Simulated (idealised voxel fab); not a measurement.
process module | voxel gate over fins
This is section cut - it's 200 nm across, gridded in 5 nm square cells.
Throughout this document, each cross-section is represented as a grid of square cells and is presented as a sequence of bands enumerated from the top downward, where a band comprises one or more rows of cells.
Top, bottom (nm), then materials left to right with widths (nm); lone material tagged "throughout" fills the whole band edge to edge; "air" = empty space.
Height datum 0, below which the as-received substrate wafer is one material. Lowest band open at the bottom, running downward: "0 down".
Width spec "30..40" -> top row of cells at first value, bottom row at second value, equal per-row change in between.
What does "no modifications" mean for a step? It means no cell of the cross-section changed in that step.
Empty spaces counting at least 8 cells and having no open way to the top are listed in "Entrapped voids". The notation width x height at distance is used for each, the distance being from the left edge and all three values in nm.
Past the settings on a step's line: simulator remark, on that step.
Steps that use a mask can have "overlay nm" on their line. It says how far the mask sat to the right of where it was meant to be. Negative means to the left.
In what follows, pairs of cross-sections are presented, each taken before and after one process step, with the after cross-section shown only down to the lowest band that was altered; the step, together with its settings, is stated below the pair. The pairs may stem from different runs of this module on the same starting wafer; accordingly, a pair should be taken as continuing from the one above it solely where its entry headed "Before this step" indicates as much.

## Before this step
* 20 to 15 = 40 nm air, then 125 nm TiN, then 35 nm air
* 15 to 10 = 40 nm air, then 5 nm TiN, then 35 nm TiAl, then 5 nm TiN, then 35 nm TiAl, then 5 nm TiN, then 35 nm TiAl, then 5 nm TiN, then 35 nm air
* 10 to 5 = 40 nm air, then 5 nm TiN, then 5 nm TiAl, then 25 nm TiN, then 5 nm TiAl, then 5 nm TiN, then 5 nm TiAl, then 25 nm TiN, then 5 nm TiAl, then 5 nm TiN, then 5 nm TiAl, then 25 nm TiN, then 5 nm TiAl, then 5 nm TiN, then 35 nm air
* 5 to 0 = 45 nm TiN, then 5 nm TiAl, then 5 nm TiN, then 15 nm HfO2, then 5 nm TiN, then 5 nm TiAl, then 5 nm TiN, then 5 nm TiAl, then 5 nm TiN, then 15 nm HfO2, then 5 nm TiN, then 5 nm TiAl, then 5 nm TiN, then 5 nm TiAl, then 5 nm TiN, then 15 nm HfO2, then 5 nm TiN, then 5 nm TiAl, then 40 nm TiN
* 0 to -5 = 50 nm TiAl, then 5 nm TiN, then 5 nm HfO2, then 5 nm Si, then 5 nm HfO2, then 5 nm TiN, then 15 nm TiAl, then 5 nm TiN, then 5 nm HfO2, then 5 nm Si, then 5 nm HfO2, then 5 nm TiN, then 15 nm TiAl, then 5 nm TiN, then 5 nm HfO2, then 5 nm Si, then 5 nm HfO2, then 5 nm TiN, then 45 nm TiAl
* -5 to -10 = 55 nm TiN, then 5 nm HfO2, then 5 nm Si, then 5 nm HfO2, then 25 nm TiN, then 5 nm HfO2, then 5 nm Si, then 5 nm HfO2, then 25 nm TiN, then 5 nm HfO2, then 5 nm Si, then 5 nm HfO2, then 50 nm TiN
* -10 to -15 = 60 nm HfO2, then 5 nm Si, then 35 nm HfO2, then 5 nm Si, then 35 nm HfO2, then 5 nm Si, then 55 nm HfO2
* -15 to -40 = 60 nm SiO2, then 5 nm Si, then 35 nm SiO2, then 5 nm Si, then 35 nm SiO2, then 5 nm Si, then 55 nm SiO2
* -40 down = Si throughout
* Entrapped voids: none

## Sectional View, Post-Process
* 30 to 20 = W throughout
* 20 to 15 = 40 nm W, then 125 nm TiN, then 35 nm W
* 15 to 10 = 40 nm W, then 5 nm TiN, then 35 nm TiAl, then 5 nm TiN, then 35 nm TiAl, then 5 nm TiN, then 35 nm TiAl, then 5 nm TiN, then 35 nm W
* 10 to 5 = 40 nm W, then 5 nm TiN, then 5 nm TiAl, then 25 nm TiN, then 5 nm TiAl, then 5 nm TiN, then 5 nm TiAl, then 25 nm TiN, then 5 nm TiAl, then 5 nm TiN, then 5 nm TiAl, then 25 nm TiN, then 5 nm TiAl, then 5 nm TiN, then 35 nm W
* Below 5 it's all the same as before, nothing changed down there.
* Entrapped voids: none
Going from the before section above to the after section, the step was op FILL_DEP | material W | thk nm 10

Before this step: The structure entering this step is exactly what the pair just above shows after its step.

## Sectional View, Post-Process
* 25 to 20 = W throughout
* Below 20 it's all the same as before, nothing changed down there.
* Entrapped voids: none
Going from the before section above to the after section, the step was op CMP | height nm 25

Before this step: The structure entering this step is exactly what the pair just above shows after its step.

## Sectional View, Post-Process
* 30 to 25 = SiCN throughout
* Below 25 it's all the same as before, nothing changed down there.
* Entrapped voids: none
Going from the before section above to the after section, the step was op CONFORMAL_DEP | material SiCN | thk nm 5

## Before this step
* 10 to 5 = 45 nm air, then 25 nm TiN, then 15 nm air, then 25 nm TiN, then 15 nm air, then 25 nm TiN, then 50 nm air
* 5 to 0 = 45 nm air, then 5 nm TiN, then 15 nm HfO2, then 5 nm TiN, then 15 nm air, then 5 nm TiN, then 15 nm HfO2, then 5 nm TiN, then 15 nm air, then 5 nm TiN, then 15 nm HfO2, then 5 nm TiN, then 50 nm air
* 0 to -5 = 45 nm air, then 5 nm TiN, then 5 nm HfO2, then 5 nm Si, then 5 nm HfO2, then 5 nm TiN, then 15 nm air, then 5 nm TiN, then 5 nm HfO2, then 5 nm Si, then 5 nm HfO2, then 5 nm TiN, then 15 nm air, then 5 nm TiN, then 5 nm HfO2, then 5 nm Si, then 5 nm HfO2, then 5 nm TiN, then 50 nm air
* -5 to -10 = 50 nm TiN, then 5 nm HfO2, then 5 nm Si, then 5 nm HfO2, then 25 nm TiN, then 5 nm HfO2, then 5 nm Si, then 5 nm HfO2, then 25 nm TiN, then 5 nm HfO2, then 5 nm Si, then 5 nm HfO2, then 55 nm TiN
* -10 to -15 = 55 nm HfO2, then 5 nm Si, then 35 nm HfO2, then 5 nm Si, then 35 nm HfO2, then 5 nm Si, then 60 nm HfO2
* -15 to -40 = 55 nm SiO2, then 5 nm Si, then 35 nm SiO2, then 5 nm Si, then 35 nm SiO2, then 5 nm Si, then 60 nm SiO2
* -40 down = Si throughout
* Entrapped voids: none

## Sectional View, Post-Process
* 15 to 10 = 40 nm air, then 35 nm SiO2, then 5 nm air, then 35 nm SiO2, then 5 nm air, then 35 nm SiO2, then 45 nm air
* 10 to 5 = 40 nm air, then 5 nm SiO2, then 25 nm TiN, then 5 nm SiO2, then 5 nm air, then 5 nm SiO2, then 25 nm TiN, then 5 nm SiO2, then 5 nm air, then 5 nm SiO2, then 25 nm TiN, then 5 nm SiO2, then 45 nm air
* 5 to 0 = 40 nm air, then 5 nm SiO2, then 5 nm TiN, then 15 nm HfO2, then 5 nm TiN, then 5 nm SiO2, then 5 nm air, then 5 nm SiO2, then 5 nm TiN, then 15 nm HfO2, then 5 nm TiN, then 5 nm SiO2, then 5 nm air, then 5 nm SiO2, then 5 nm TiN, then 15 nm HfO2, then 5 nm TiN, then 5 nm SiO2, then 45 nm air
* 0 to -5 = 45 nm SiO2, then 5 nm TiN, then 5 nm HfO2, then 5 nm Si, then 5 nm HfO2, then 5 nm TiN, then 15 nm SiO2, then 5 nm TiN, then 5 nm HfO2, then 5 nm Si, then 5 nm HfO2, then 5 nm TiN, then 15 nm SiO2, then 5 nm TiN, then 5 nm HfO2, then 5 nm Si, then 5 nm HfO2, then 5 nm TiN, then 50 nm SiO2
* Below -5 it's all the same as before, nothing changed down there.
* Entrapped voids: none
Going from the before section above to the after section, the step was op CONFORMAL_DEP | material SiO2 | thk nm 5

Before this step: The structure entering this step is exactly what the pair just above shows after its step.

## Sectional View, Post-Process
* 20 to 15 = 35 nm air, then 125 nm TiN, then 40 nm air
* 15 to 10 = 35 nm air, then 5 nm TiN, then 35 nm SiO2, then 5 nm TiN, then 35 nm SiO2, then 5 nm TiN, then 35 nm SiO2, then 5 nm TiN, then 40 nm air
* 10 to 5 = 35 nm air, then 5 nm TiN, then 5 nm SiO2, then 25 nm TiN, then 5 nm SiO2, then 5 nm TiN, then 5 nm SiO2, then 25 nm TiN, then 5 nm SiO2, then 5 nm TiN, then 5 nm SiO2, then 25 nm TiN, then 5 nm SiO2, then 5 nm TiN, then 40 nm air
* 5 to 0 = 40 nm TiN, then 5 nm SiO2, then 5 nm TiN, then 15 nm HfO2, then 5 nm TiN, then 5 nm SiO2, then 5 nm TiN, then 5 nm SiO2, then 5 nm TiN, then 15 nm HfO2, then 5 nm TiN, then 5 nm SiO2, then 5 nm TiN, then 5 nm SiO2, then 5 nm TiN, then 15 nm HfO2, then 5 nm TiN, then 5 nm SiO2, then 45 nm TiN
* Below 0 it's all the same as before, nothing changed down there.
* Entrapped voids: none
Going from the before section above to the after section, the step was op CONFORMAL_DEP | material TiN | thk nm 5

Before this step: The structure entering this step is exactly what the pair just above shows after its step.

## Sectional View, Post-Process
* 30 to 20 = W throughout
* 20 to 15 = 35 nm W, then 125 nm TiN, then 40 nm W
* 15 to 10 = 35 nm W, then 5 nm TiN, then 35 nm SiO2, then 5 nm TiN, then 35 nm SiO2, then 5 nm TiN, then 35 nm SiO2, then 5 nm TiN, then 40 nm W
* 10 to 5 = 35 nm W, then 5 nm TiN, then 5 nm SiO2, then 25 nm TiN, then 5 nm SiO2, then 5 nm TiN, then 5 nm SiO2, then 25 nm TiN, then 5 nm SiO2, then 5 nm TiN, then 5 nm SiO2, then 25 nm TiN, then 5 nm SiO2, then 5 nm TiN, then 40 nm W
* Below 5 it's all the same as before, nothing changed down there.
* Entrapped voids: none
Going from the before section above to the after section, the step was op FILL_DEP | material W | thk nm 10

Before this step: The structure entering this step is exactly what the pair just above shows after its step.

## Sectional View, Post-Process
* 25 to 20 = W throughout
* Below 20 it's all the same as before, nothing changed down there.
* Entrapped voids: none
Going from the before section above to the after section, the step was op CMP | height nm 25

Before this step: The structure entering this step is exactly what the pair just above shows after its step.

## Sectional View, Post-Process
* 30 to 25 = SiCN throughout
* Below 25 it's all the same as before, nothing changed down there.
* Entrapped voids: none
Going from the before section above to the after section, the step was op CONFORMAL_DEP | material SiCN | thk nm 5

## Before this step
* 25 to 10 = aC throughout
* 10 to 0 = SiN throughout
* 0 down = Si throughout
* Entrapped voids: none

## Sectional View, Post-Process
* 60 to 25 = 50 nm resist, then 15 nm air, then 25 nm resist, then 15 nm air, then 25 nm resist, then 15 nm air, then 55 nm resist
* Below 25 it's all the same as before, nothing changed down there.
* Entrapped voids: none
Going from the before section above to the after section, the step was op PATTERN | tone open | mask id FINS | material resist | width nm 15 | pitch nm 40 | thk nm 35 | overlay nm 0

Before this step: The structure entering this step is exactly what the pair just above shows after its step.

## Sectional View, Post-Process
* 45 to 25 = 50 nm resist, then 15 nm air, then 25 nm resist, then 15 nm air, then 25 nm resist, then 15 nm air, then 55 nm resist
* 25 to 10 = 50 nm aC, then 15 nm air, then 25 nm aC, then 15 nm air, then 25 nm aC, then 15 nm air, then 55 nm aC
* Below 10 it's all the same as before, nothing changed down there.
* Entrapped voids: none
Going from the before section above to the after section, the step was op DIRECTIONAL_ETCH | etch materials aC | depth nm 15

Before this step: The structure entering this step is exactly what the pair just above shows after its step.

## Sectional View, Post-Process
* 25 to 10 = 50 nm aC, then 15 nm air, then 25 nm aC, then 15 nm air, then 25 nm aC, then 15 nm air, then 55 nm aC
* Below 10 it's all the same as before, nothing changed down there.
* Entrapped voids: none
Going from the before section above to the after section, the step was op STRIP | etch materials resist

Before this step: The structure entering this step is exactly what the pair just above shows after its step.

## Sectional View, Post-Process
* 25 to 10 = 50 nm aC, then 15 nm air, then 25 nm aC, then 15 nm air, then 25 nm aC, then 15 nm air, then 55 nm aC
* 10 to 0 = 50 nm SiN, then 15 nm air, then 25 nm SiN, then 15 nm air, then 25 nm SiN, then 15 nm air, then 55 nm SiN
* Below 0 it's all the same as before, nothing changed down there.
* Entrapped voids: none
Going from the before section above to the after section, the step was op DIRECTIONAL_ETCH | etch materials SiN | depth nm 10

Before this step: The structure entering this step is exactly what the pair just above shows after its step.

## Sectional View, Post-Process
* 25 to 10 = 50 nm aC, then 15 nm air, then 25 nm aC, then 15 nm air, then 25 nm aC, then 15 nm air, then 55 nm aC
* 10 to 0 = 50 nm SiN, then 15 nm air, then 25 nm SiN, then 15 nm air, then 25 nm SiN, then 15 nm air, then 55 nm SiN
* 0 to -35 = 50 nm Si, then 15 nm air, then 25 nm Si, then 15 nm air, then 25 nm Si, then 15 nm air, then 55 nm Si
* Below -35 it's all the same as before, nothing changed down there.
* Entrapped voids: none
Going from the before section above to the after section, the step was op DIRECTIONAL_ETCH | etch materials Si | depth nm 35

Before this step: The structure entering this step is exactly what the pair just above shows after its step.

## Sectional View, Post-Process
* 10 to 0 = 50 nm SiN, then 15 nm air, then 25 nm SiN, then 15 nm air, then 25 nm SiN, then 15 nm air, then 55 nm SiN
* Below 0 it's all the same as before, nothing changed down there.
* Entrapped voids: none
Going from the before section above to the after section, the step was op STRIP | etch materials aC

Before this step: The structure entering this step is exactly what the pair just above shows after its step.

## Sectional View, Post-Process
* 10 to 0 = 50 nm SiN, then 15 nm air, then 25 nm SiN, then 15 nm air, then 25 nm SiN, then 15 nm air, then 55 nm SiN
* 0 to -35 = 45 nm Si, then 5 nm SiO2, then 15 nm air, then 5 nm SiO2, then 15 nm Si, then 5 nm SiO2, then 15 nm air, then 5 nm SiO2, then 15 nm Si, then 5 nm SiO2, then 15 nm air, then 5 nm SiO2, then 50 nm Si
* -35 to -40 = 45 nm Si, then 25 nm SiO2, then 15 nm Si, then 25 nm SiO2, then 15 nm Si, then 25 nm SiO2, then 50 nm Si
* Below -40 it's all the same as before, nothing changed down there.
* Entrapped voids: none
Going from the before section above to the after section, the step was op OXIDIZE | depth nm 5

Before this step: The structure entering this step is exactly what the pair just above shows after its step.

## Sectional View, Post-Process
* 25 to 10 = SiO2 throughout
* 10 to 0 = 50 nm SiN, then 15 nm SiO2, then 25 nm SiN, then 15 nm SiO2, then 25 nm SiN, then 15 nm SiO2, then 55 nm SiN
* 0 to -40 = 45 nm Si, then 25 nm SiO2, then 15 nm Si, then 25 nm SiO2, then 15 nm Si, then 25 nm SiO2, then 50 nm Si
* Below -40 it's all the same as before, nothing changed down there.
* Entrapped voids: none
Going from the before section above to the after section, the step was op FILL_DEP | material SiO2 | thk nm 15

Before this step: The structure entering this step is exactly what the pair just above shows after its step.

## Sectional View, Post-Process
* 10 to 0 = 50 nm SiN, then 15 nm SiO2, then 25 nm SiN, then 15 nm SiO2, then 25 nm SiN, then 15 nm SiO2, then 55 nm SiN
* Below 0 it's all the same as before, nothing changed down there.
* Entrapped voids: none
Going from the before section above to the after section, the step was op CMP | height nm 10

Before this step: The structure entering this step is exactly what the pair just above shows after its step.

## Sectional View, Post-Process
* 10 to 0 = 50 nm SiN, then 15 nm air, then 25 nm SiN, then 15 nm air, then 25 nm SiN, then 15 nm air, then 55 nm SiN
* 0 to -15 = 45 nm Si, then 25 nm air, then 15 nm Si, then 25 nm air, then 15 nm Si, then 25 nm air, then 50 nm Si
* Below -15 it's all the same as before, nothing changed down there.
* Entrapped voids: none
Going from the before section above to the after section, the step was op SELECTIVE_ETCH | etch materials SiO2 | depth nm 25

Before this step: The structure entering this step is exactly what the pair just above shows after its step.

## Sectional View, Post-Process
* 0 to -15 = 45 nm Si, then 25 nm air, then 15 nm Si, then 25 nm air, then 15 nm Si, then 25 nm air, then 50 nm Si
* Below -15 it's all the same as before, nothing changed down there.
* Entrapped voids: none
Going from the before section above to the after section, the step was op STRIP | etch materials SiN

Before this step: The structure entering this step is exactly what the pair just above shows after its step.

## Sectional View, Post-Process
* 5 to 0 = 50 nm HfO2, then 15 nm air, then 25 nm HfO2, then 15 nm air, then 25 nm HfO2, then 15 nm air, then 55 nm HfO2
* 0 to -10 = 45 nm Si, then 5 nm HfO2, then 15 nm air, then 5 nm HfO2, then 15 nm Si, then 5 nm HfO2, then 15 nm air, then 5 nm HfO2, then 15 nm Si, then 5 nm HfO2, then 15 nm air, then 5 nm HfO2, then 50 nm Si
* -10 to -15 = 45 nm Si, then 25 nm HfO2, then 15 nm Si, then 25 nm HfO2, then 15 nm Si, then 25 nm HfO2, then 50 nm Si
* Below -15 it's all the same as before, nothing changed down there.
* Entrapped voids: none
Going from the before section above to the after section, the step was op CONFORMAL_DEP | material HfO2 | thk nm 5

Before this step: The structure entering this step is exactly what the pair just above shows after its step.

## Sectional View, Post-Process
* 10 to 5 = 55 nm TiN, then 5 nm air, then 35 nm TiN, then 5 nm air, then 35 nm TiN, then 5 nm air, then 60 nm TiN
* 5 to 0 = 50 nm HfO2, then 5 nm TiN, then 5 nm air, then 5 nm TiN, then 25 nm HfO2, then 5 nm TiN, then 5 nm air, then 5 nm TiN, then 25 nm HfO2, then 5 nm TiN, then 5 nm air, then 5 nm TiN, then 55 nm HfO2
* 0 to -5 = 45 nm Si, then 5 nm HfO2, then 5 nm TiN, then 5 nm air, then 5 nm TiN, then 5 nm HfO2, then 15 nm Si, then 5 nm HfO2, then 5 nm TiN, then 5 nm air, then 5 nm TiN, then 5 nm HfO2, then 15 nm Si, then 5 nm HfO2, then 5 nm TiN, then 5 nm air, then 5 nm TiN, then 5 nm HfO2, then 50 nm Si
* -5 to -10 = 45 nm Si, then 5 nm HfO2, then 15 nm TiN, then 5 nm HfO2, then 15 nm Si, then 5 nm HfO2, then 15 nm TiN, then 5 nm HfO2, then 15 nm Si, then 5 nm HfO2, then 15 nm TiN, then 5 nm HfO2, then 50 nm Si
* Below -10 it's all the same as before, nothing changed down there.
* Entrapped voids: none
Going from the before section above to the after section, the step was op CONFORMAL_DEP | material TiN | thk nm 5

Before this step: The structure entering this step is exactly what the pair just above shows after its step.

## Sectional View, Post-Process
* 15 to 10 = TiAl throughout
* 10 to 5 = 55 nm TiN, then 5 nm TiAl, then 35 nm TiN, then 5 nm TiAl, then 35 nm TiN, then 5 nm TiAl, then 60 nm TiN
* 5 to 0 = 50 nm HfO2, then 5 nm TiN, then 5 nm TiAl, then 5 nm TiN, then 25 nm HfO2, then 5 nm TiN, then 5 nm TiAl, then 5 nm TiN, then 25 nm HfO2, then 5 nm TiN, then 5 nm TiAl, then 5 nm TiN, then 55 nm HfO2
* 0 to -5 = 45 nm Si, then 5 nm HfO2, then 5 nm TiN, then 5 nm TiAl, then 5 nm TiN, then 5 nm HfO2, then 15 nm Si, then 5 nm HfO2, then 5 nm TiN, then 5 nm TiAl, then 5 nm TiN, then 5 nm HfO2, then 15 nm Si, then 5 nm HfO2, then 5 nm TiN, then 5 nm TiAl, then 5 nm TiN, then 5 nm HfO2, then 50 nm Si
* Below -5 it's all the same as before, nothing changed down there.
* Entrapped voids: none
Going from the before section above to the after section, the step was op CONFORMAL_DEP | material TiAl | thk nm 5

Before this step: The structure entering this step is exactly what the pair just above shows after its step.

## Sectional View, Post-Process
* 20 to 15 = TiN throughout
* Below 15 it's all the same as before, nothing changed down there.
* Entrapped voids: none
Going from the before section above to the after section, the step was op CONFORMAL_DEP | material TiN | thk nm 5

Before this step: The structure entering this step is exactly what the pair just above shows after its step.

## Sectional View, Post-Process
* 30 to 20 = W throughout
* Below 20 it's all the same as before, nothing changed down there.
* Entrapped voids: none
Going from the before section above to the after section, the step was op FILL_DEP | material W | thk nm 10

Before this step: The structure entering this step is exactly what the pair just above shows after its step.

## Sectional View, Post-Process
* 25 to 20 = W throughout
* Below 20 it's all the same as before, nothing changed down there.
* Entrapped voids: none
Going from the before section above to the after section, the step was op CMP | height nm 25

Before this step: The structure entering this step is exactly what the pair just above shows after its step.

## Sectional View, Post-Process
* 30 to 25 = SiCN throughout
* Below 25 it's all the same as before, nothing changed down there.
* Entrapped voids: none
Going from the before section above to the after section, the step was op CONFORMAL_DEP | material SiCN | thk nm 5
